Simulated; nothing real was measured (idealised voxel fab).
Title: Process Module voxel wiring stack
Pictured: cross-section cut, 150 nm wide, on a grid of 5 nm square cells.
Notation: cross-section as square-cell grid; stated in bands, top first, going down; one or more cell rows per band. Quick guide to a band line: top height, bottom height (nm) up front; then every material left to right with its width in nm. Only one material and it's marked "full width"? Then it fills the band edge to edge. And "empty" just means empty space. The level at which height equals 0 is the one under which the wafer, as it arrives, is entirely one material. No lower edge exists for the bottom band, which continues downward and is notated as in "z 0 and below". Think of "30->40" as a width that walks from the first number to the second as you go down the band, top row to bottom row, taking equal-sized steps from row to row. "no alterations made" -> step changed no cross-section cell. The label "Trapped voids" introduces a list of the empty spaces, 8 cells or larger, that have no open way up to the top; each entry in it reads width x height at distance, where the distance is taken from the left edge and all three are stated in nm. On each step's line, the part that comes after the settings is the simulator's own comment on the step. A step's line can hold "overlay nm"; with a mask on that step, the setting says how far right of the planned place the mask lay, while a negative setting says it lay to the left.
### The process steps that were planned are listed below
1. RECEIVE with material Si
2. CONFORMAL_DEP with material SiO2, thk nm 10
3. DIRECTIONAL_DEP with material TiN, thk nm 5
4. DIRECTIONAL_DEP with material W, thk nm 20
5. DIRECTIONAL_DEP with material aC, thk nm 15
6. PATTERN with tone cover, mask id METAL_1, material resist, width nm 30, pitch nm 50, thk nm 30, overlay nm 0
7. DIRECTIONAL_ETCH with etch materials aC, depth nm 15
8. STRIP with etch materials resist
9. DIRECTIONAL_ETCH with etch materials W, depth nm 20
10. DIRECTIONAL_ETCH with etch materials TiN, depth nm 5
11. STRIP with etch materials aC
12. CONFORMAL_DEP with material SiCN, thk nm 5
13. FILL_DEP with material SiO2, thk nm 5
14. CMP with height nm 35
15. CONFORMAL_DEP with material SiCN, thk nm 5
16. DIRECTIONAL_DEP with material lowk, thk nm 20
17. MASKED_ETCH with tone open, mask id PLUG_1, width nm 15, etch materials lowk, depth nm 20, overlay nm 0
18. MASKED_ETCH with tone open, mask id PLUG_1, width nm 15, etch materials SiCN, depth nm 5, overlay nm 0
19. CONFORMAL_DEP with material TiN, thk nm 5
20. FILL_DEP with material Cu, thk nm 5
21. CMP with height nm 60
22. CONFORMAL_DEP with material SiCN, thk nm 5
23. DIRECTIONAL_DEP with material lowk, thk nm 20
24. MASKED_ETCH with tone open, mask id METAL_2, width nm 30, pitch nm 50, etch materials lowk, depth nm 20, overlay nm 0
25. MASKED_ETCH with tone open, mask id METAL_2, width nm 30, pitch nm 50, etch materials SiCN, depth nm 5, overlay nm 0
26. CONFORMAL_DEP with material TiN, thk nm 5
27. FILL_DEP with material Ru, thk nm 5
28. CMP with height nm 85
29. CONFORMAL_DEP with material SiCN, thk nm 5
30. DIRECTIONAL_DEP with material SiO2, thk nm 10
31. PATTERN with tone open, mask id PLUG_2, material resist, width nm 15, pitch nm 50, thk nm 20, overlay nm 0
32. DIRECTIONAL_ETCH with etch materials SiO2, depth nm 10
33. DIRECTIONAL_ETCH with etch materials SiCN, depth nm 5
34. STRIP with etch materials resist
35. CONFORMAL_DEP with material TiN, thk nm 5
36. FILL_DEP with material Ru, thk nm 10
37. CMP with height nm 100
38. CONFORMAL_DEP with material SiN, thk nm 5
39. DIRECTIONAL_DEP with material SiO2, thk nm 25
40. PATTERN with tone open, mask id METAL_3, material resist, width nm 30, pitch nm 50, thk nm 20, overlay nm 0
41. DIRECTIONAL_ETCH with etch materials SiO2, depth nm 25
42. DIRECTIONAL_ETCH with etch materials SiN, depth nm 5
43. STRIP with etch materials resist
44. CONFORMAL_DEP with material TiN, thk nm 5
45. FILL_DEP with material Cu, thk nm 5
46. CMP with height nm 130
47. CONFORMAL_DEP with material SiCN, thk nm 5
### Cross-section of the wafer upon arrival, representing the state reached after step 1
	z 0 and below | Si full width
	Trapped voids: none
### Sectioned view, first of two wafers, at the close of the module, processed as intended in the plan
	z 135 to 130 | SiCN full width
	z 130 to 105 | SiO2 (35), then TiN (5), then Cu (20), then TiN (5), then SiO2 (20), then TiN (5), then Cu (20), then TiN (5), then SiO2 (35)
	z 105 to 100 | SiN (35), then TiN (30), then SiN (20), then TiN (30), then SiN (35)
	z 100 to 90 | SiO2 (35), then TiN (5), then Ru (5), then TiN (5), then SiO2 (35), then TiN (5), then Ru (5), then TiN (5), then SiO2 (50)
	z 90 to 85 | SiCN (35), then TiN (15), then SiCN (35), then TiN (15), then SiCN (50)
	z 85 to 65 | lowk (35), then TiN (5), then Ru (20), then TiN (5), then lowk (20), then TiN (5), then Ru (20), then TiN (5), then lowk (35)
	z 65 to 60 | SiCN (35), then TiN (30), then SiCN (20), then TiN (30), then SiCN (35)
	z 60 to 40 | lowk (35), then TiN (5), then Cu (5), then TiN (5), then lowk (100)
	z 40 to 35 | SiCN (35), then TiN (15), then SiCN (100)
	z 35 to 15 | SiO2 (30), then SiCN (5), then W (30), then SiCN (5), then SiO2 (10), then SiCN (5), then W (30), then SiCN (5), then SiO2 (30)
	z 15 to 10 | SiCN (35), then TiN (30), then SiCN (20), then TiN (30), then SiCN (35)
	z 10 to 0 | SiO2 full width
	z 0 and below | Si full width
	Trapped voids: none
### Wafer two, sectioned after the module: the first wafer's start, the first wafer's plan, and one mistake in how it was run
	z 135 to 130 | SiCN full width
	z 130 to 105 | SiO2 (35), then TiN (5), then Cu (20), then TiN (5), then SiO2 (20), then TiN (5), then Cu (20), then TiN (5), then SiO2 (35)
	z 105 to 100 | SiN (35), then TiN (30), then SiN (20), then TiN (30), then SiN (35)
	z 100 to 90 | Ru (30), then TiN (5), then SiO2 (15), then TiN (5), then Ru (25), then TiN (5), then SiO2 (15), then TiN (5), then Ru (45)
	z 90 to 85 | TiN (35), then SiCN (15), then TiN (35), then SiCN (15), then TiN (50)
	z 85 to 65 | lowk (35), then TiN (5), then Ru (20), then TiN (5), then lowk (20), then TiN (5), then Ru (20), then TiN (5), then lowk (35)
	z 65 to 60 | SiCN (35), then TiN (30), then SiCN (20), then TiN (30), then SiCN (35)
	z 60 to 40 | lowk (35), then TiN (5), then Cu (5), then TiN (5), then lowk (100)
	z 40 to 35 | SiCN (35), then TiN (15), then SiCN (100)
	z 35 to 15 | SiO2 (30), then SiCN (5), then W (30), then SiCN (5), then SiO2 (10), then SiCN (5), then W (30), then SiCN (5), then SiO2 (30)
	z 15 to 10 | SiCN (35), then TiN (30), then SiCN (20), then TiN (30), then SiCN (35)
	z 10 to 0 | SiO2 full width
	z 0 and below | Si full width
	Trapped voids: none
Short version of what went wrong: step 31: run off-plan, actual operation and settings PATTERN with tone cover, mask id PLUG_2, material resist, width nm 15, pitch nm 50, thk nm 20, overlay nm 0
Once processing is complete, comparing cell counts shows that the second wafer has more or fewer of certain materials than the first: 36 more of Ru | 18 fewer of SiCN | 36 fewer of SiO2 | 18 more of TiN
